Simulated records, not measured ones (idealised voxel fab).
Documented hereafter: the process module known as voxel ribs on slabs.
In the cross-section labelled cut, the width is 155 nm and each square cell is 5 nm.
Heads up, the way a cross-section reads in here is a grid of square cells, handed over as bands from the top down, with every band being one or more rows of cells.
Heads up on the band format: heights come first, top then bottom, in nm. After that it's the materials left to right, each with its width in nm. A single material flagged "edge to edge" fills the whole band edge to edge, and "blank" means there's empty space there.
A quick word on heights: they are counted from 0, and under that level the wafer as it came to us is one material throughout. The lowest band is different from the rest in having no bottom; it simply continues downward, written as in "0 down".
Per-row width for "30 to 40": begins at first number (top row of band), ends at second number (bottom row), increment between rows held constant.
No cell of the cross-section changed in a step that is given as "left unchanged".
Closed empty spaces (no open way to the top) of 8 cells or more are what "closed voids" lists, each as width x height at distance from the left edge, nm for all three.
Text after the settings on a step's line: the simulator's own remark on that step.
A step line may carry the setting "overlay nm", which, for steps involving a mask, states the distance by which the mask lay to the right of its intended position; negative values denote displacement to the left.

# The process steps that were planned are listed below
step 1: RECEIVE: material Si
step 2: DIRECTIONAL_DEP: material SiO2, thk nm 20
step 3: DIRECTIONAL_DEP: material polySi, thk nm 20
step 4: PATTERN: tone cover, mask id RIB, material resist, width nm 15, thk nm 15, overlay nm 0
step 5: DIRECTIONAL_ETCH: etch materials polySi, depth nm 5
step 6: STRIP: etch materials resist
step 7: MASKED_ETCH: tone cover, mask id SLAB, width nm 75, etch materials polySi, depth nm 15, overlay nm 0
step 8: FILL_DEP: material SiO2, thk nm 30
step 9: CMP: height nm 60
step 10: DIRECTIONAL_DEP: material W, thk nm 5
step 11: DIRECTIONAL_DEP: material aC, thk nm 15
step 12: PATTERN: tone cover, mask id HEATER, material resist, width nm 25, thk nm 35, overlay nm 0
step 13: DIRECTIONAL_ETCH: etch materials aC, depth nm 15
step 14: STRIP: etch materials resist
step 15: DIRECTIONAL_ETCH: etch materials W, depth nm 5
step 16: STRIP: etch materials aC
step 17: CONFORMAL_DEP: material SiN, thk nm 10

# as received, after step 1
* 0 down: Si edge to edge
* closed voids: none

# The first of the two wafers as seen in cross-section once the module was finished; processing followed the plan
* 75 to 70: 55 of blank, 45 of SiN, 55 of blank
* 70 to 65: SiN edge to edge
* 65 to 60: 65 of SiN, 25 of W, 65 of SiN
* 60 to 40: SiO2 edge to edge
* 40 to 35: 70 of SiO2, 15 of polySi, 70 of SiO2
* 35 to 20: 40 of SiO2, 75 of polySi, 40 of SiO2
* 20 to 0: SiO2 edge to edge
* 0 down: Si edge to edge
* closed voids: none

# Cross-sectional view of the second of two wafers upon completion of the module. This wafer shared its starting condition and process plan with the first; one error was made during its execution
* 75 to 70: 55 of blank, 45 of SiN, 55 of blank
* 70 to 65: SiN edge to edge
* 65 to 60: 65 of SiN, 25 of W, 65 of SiN
* 60 to 40: SiO2 edge to edge
* 40 to 35: 70 of SiO2, 15 of polySi, 70 of SiO2
* 35 to 20: 40 of SiO2, 75 of polySi, 40 of SiO2
* 20 to 0: polySi edge to edge
* 0 down: Si edge to edge
* closed voids: none
The mistake made against the process plan was this: it should be noted that step 2 was executed with settings other than those planned, the operation and settings actually applied being DIRECTIONAL_DEP: material polySi, thk nm 20
Final difference in cells, second wafer against first, listed per material as more or fewer: -124 SiO2, +124 polySi
